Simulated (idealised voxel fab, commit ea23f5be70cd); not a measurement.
Process module heading - voxel tone inversion
Xsec cut, 210 nm wide, square cell size 5 nm.
Cross-sections here: square-cell grids, written as top-down lists of bands, a band being one or more rows of cells.
Per band: top height and bottom height in nm, followed by the left-to-right materials and their widths in nm; "everywhere" marks a single material spanning edge to edge, "blank" marks empty space.
Basically, 0 is our baseline, since under it the wafer straight out of the box is all one material. The bottom band has no lower end and keeps on going down, so it looks like "0 -> down".
Per-row width for "30 to 40": begins at first number (top row of band), ends at second number (bottom row), increment between rows held constant.
The designation "same as before", where it is given for a processing step, indicates that no cell of the cross-section was altered in the course of that step.
Any empty space of 8 cells or more lacking an open way to the top shows up in "Sealed cavities" as width x height at distance, distance from the left edge, in nm.
The remark found on a step's line after its settings is issued by the simulator itself and pertains to that step.
overlay nm: mask right of planned place by this much (step with mask). Neg. = left.
Steps planned for the process:
1 RECEIVE,material Si
2 CONFORMAL_DEP,material SiN,thk nm 5
3 DIRECTIONAL_DEP,material polySi,thk nm 20
4 PATTERN,tone cover,mask id POSTS,material resist,width nm 20,pitch nm 45,thk nm 30,overlay nm 0
5 DIRECTIONAL_ETCH,etch materials polySi,depth nm 20
6 STRIP,etch materials resist
7 FILL_DEP,material SiO2,thk nm 5
8 CMP,height nm 25
9 STRIP,etch materials polySi
10 CONFORMAL_DEP,material TiN,thk nm 5
11 FILL_DEP,material Cu,thk nm 10
12 CMP,height nm 25
13 CONFORMAL_DEP,material SiN,thk nm 5
Cross-section of the wafer upon arrival, representing the state reached after step 1:
> 0 -> down  Si everywhere
> Sealed cavities: none
Starting wafer: above. Plan: above. Run: one mistake. Cross-section after the module: below:
> 30 -> 25  polySi everywhere
> 25 -> 10  50 nm SiO2 | 5 nm TiN | 10 nm Cu | 5 nm TiN | 25 nm SiO2 | 5 nm TiN | 10 nm Cu | 5 nm TiN | 25 nm SiO2 | 5 nm TiN | 10 nm Cu | 5 nm TiN | 50 nm SiO2
> 10 -> 5  50 nm SiO2 | 20 nm TiN | 25 nm SiO2 | 20 nm TiN | 25 nm SiO2 | 20 nm TiN | 50 nm SiO2
> 5 -> 0  SiN everywhere
> 0 -> down  Si everywhere
> Sealed cavities: none
Against the plan, the run slipped here: note that step 13 departed from the planned setting and was carried out as CONFORMAL_DEP,material polySi,thk nm 5
